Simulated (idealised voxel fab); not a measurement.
Process module heading - voxel wiring stack
We display cut, a cross-section 180 nm in width whose square cells are each 5 nm.
In what follows, cross-sections appear as grids of square cells, described through bands that run from the top down, where every band is one or more rows of cells. Look at the band entry: it leads with the top's height and the bottom's height in nm. Then it lists the materials left to right, with a width in nm for each. The word "throughout" on a single material says that material fills the band edge to edge. The word "blank" is empty space. Convention: height 0 is the level below which the wafer, as received, is all one material. The lowest band does not terminate at the bottom but continues downward, represented as "0 nm and below". Read "30->40" as a graded width: first number on top, second number at the bottom, same change between each pair of neighbouring rows. For the purposes of this document, the phrase "nothing changed" attached to a step denotes that no cell within the cross-section was modified by that step. Closed-off voids of 8+ cells (no open route to the top) go in "Closed cavities", written width x height at distance from the left edge, in nm. Text after the settings on a step's line: the simulator's own remark on that step. Among the settings permitted on a step's line is "overlay nm"; applied to a step with a mask, it specifies the extent to which the mask lay to the right of its planned position, whereas a negative figure signifies a position to the left.
[Process steps foreseen in the plan]
1: RECEIVE with material Si
2: CONFORMAL_DEP with material SiO2, thk nm 10
3: DIRECTIONAL_DEP with material TiN, thk nm 5
4: DIRECTIONAL_DEP with material W, thk nm 25
5: DIRECTIONAL_DEP with material aC, thk nm 10
6: PATTERN with tone cover, mask id METAL_1, material resist, width nm 25, pitch nm 45, thk nm 30, overlay nm 0
7: DIRECTIONAL_ETCH with etch materials aC, depth nm 10
8: STRIP with etch materials resist
9: DIRECTIONAL_ETCH with etch materials W, depth nm 25
10: DIRECTIONAL_ETCH with etch materials TiN, depth nm 5
11: STRIP with etch materials aC
12: CONFORMAL_DEP with material SiN, thk nm 5
13: FILL_DEP with material lowk, thk nm 10
14: CMP with height nm 40
15: CONFORMAL_DEP with material SiCN, thk nm 5
16: DIRECTIONAL_DEP with material lowk, thk nm 30
17: DIRECTIONAL_DEP with material aC, thk nm 15
18: PATTERN with tone open, mask id METAL_2_HOLES, material resist, width nm 15, pitch nm 45, thk nm 35, overlay nm 0
19: DIRECTIONAL_ETCH with etch materials aC, depth nm 15
20: STRIP with etch materials resist
21: DIRECTIONAL_ETCH with etch materials lowk, depth nm 30
22: STRIP with etch materials aC
23: DIRECTIONAL_DEP with material aC, thk nm 15
24: PATTERN with tone open, mask id METAL_2, material resist, width nm 25, pitch nm 45, thk nm 30, overlay nm 0
25: DIRECTIONAL_ETCH with etch materials aC, depth nm 15
26: STRIP with etch materials resist
27: DIRECTIONAL_ETCH with etch materials lowk, depth nm 20
28: DIRECTIONAL_ETCH with etch materials SiCN, depth nm 5
29: STRIP with etch materials aC
30: CONFORMAL_DEP with material TiN, thk nm 5
31: FILL_DEP with material Cu, thk nm 5
32: CMP with height nm 75
33: CONFORMAL_DEP with material SiCN, thk nm 5
34: DIRECTIONAL_DEP with material lowk, thk nm 25
35: DIRECTIONAL_DEP with material aC, thk nm 10
36: PATTERN with tone open, mask id METAL_3_HOLES, material resist, width nm 15, thk nm 25, overlay nm 0
37: DIRECTIONAL_ETCH with etch materials aC, depth nm 10
38: STRIP with etch materials resist
39: DIRECTIONAL_ETCH with etch materials lowk, depth nm 25
40: STRIP with etch materials aC
41: PATTERN with tone open, mask id METAL_3, material resist, width nm 25, pitch nm 45, thk nm 20, overlay nm 0
42: DIRECTIONAL_ETCH with etch materials lowk, depth nm 15
43: DIRECTIONAL_ETCH with etch materials SiCN, depth nm 5
44: STRIP with etch materials resist
45: CONFORMAL_DEP with material TiN, thk nm 5
46: FILL_DEP with material Cu, thk nm 10
47: CMP with height nm 105
48: CONFORMAL_DEP with material SiCN, thk nm 5
49: DIRECTIONAL_DEP with material SiO2, thk nm 25
50: MASKED_ETCH with tone open, mask id METAL_4_HOLES, width nm 15, etch materials SiO2, depth nm 25, overlay nm 0
51: DIRECTIONAL_DEP with material aC, thk nm 15
52: PATTERN with tone open, mask id METAL_4, material resist, width nm 25, pitch nm 45, thk nm 35, overlay nm 0
53: DIRECTIONAL_ETCH with etch materials aC, depth nm 15
54: STRIP with etch materials resist
55: DIRECTIONAL_ETCH with etch materials SiO2, depth nm 15
56: DIRECTIONAL_ETCH with etch materials SiCN, depth nm 5
57: STRIP with etch materials aC
58: CONFORMAL_DEP with material TiN, thk nm 5
59: FILL_DEP with material Cu, thk nm 5
60: CMP with height nm 135
61: CONFORMAL_DEP with material SiCN, thk nm 5
[Incoming wafer, cross-sectional view, post step 1]
- 0 nm and below | Si throughout
- Closed cavities: none
[Cross-section at module end, one run error; start and plan unchanged from above]
- 140 nm to 135 nm | SiCN throughout
- 135 nm to 125 nm | SiO2 (55)  TiN (5)  Cu (15)  TiN (5)  SiO2 (20)  TiN (5)  Cu (15)  TiN (5)  SiO2 (55)
- 125 nm to 120 nm | SiO2 (55)  TiN (5)  Cu (5)  TiN (15)  SiO2 (20)  TiN (25)  SiO2 (55)
- 120 nm to 110 nm | SiO2 (55)  TiN (5)  Cu (5)  TiN (5)  SiO2 (110)
- 110 nm to 105 nm | SiCN (55)  TiN (15)  SiCN (110)
- 105 nm to 95 nm | lowk (55)  TiN (5)  Cu (15)  TiN (5)  lowk (20)  TiN (5)  Cu (15)  TiN (5)  lowk (55)
- 95 nm to 90 nm | lowk (55)  TiN (5)  Cu (5)  TiN (15)  lowk (20)  TiN (25)  lowk (55)
- 90 nm to 80 nm | lowk (55)  TiN (5)  Cu (5)  TiN (5)  lowk (110)
- 80 nm to 75 nm | SiCN (55)  TiN (15)  SiCN (110)
- 75 nm to 60 nm | lowk (55)  TiN (5)  Cu (5)  TiN (5)  lowk (30)  TiN (5)  Cu (5)  TiN (5)  lowk (65)
- 60 nm to 55 nm | lowk (55)  TiN (15)  lowk (30)  TiN (15)  lowk (65)
- 55 nm to 45 nm | lowk throughout
- 45 nm to 40 nm | SiCN throughout
- 40 nm to 15 nm | lowk (50)  SiN (5)  W (25)  SiN (5)  lowk (10)  SiN (5)  W (25)  SiN (5)  lowk (50)
- 15 nm to 10 nm | SiN (55)  TiN (25)  SiN (20)  TiN (25)  SiN (55)
- 10 nm to 0 nm | SiO2 throughout
- 0 nm and below | Si throughout
- Closed cavities: none
Want to know what went wrong? plan step 16 was twice executed
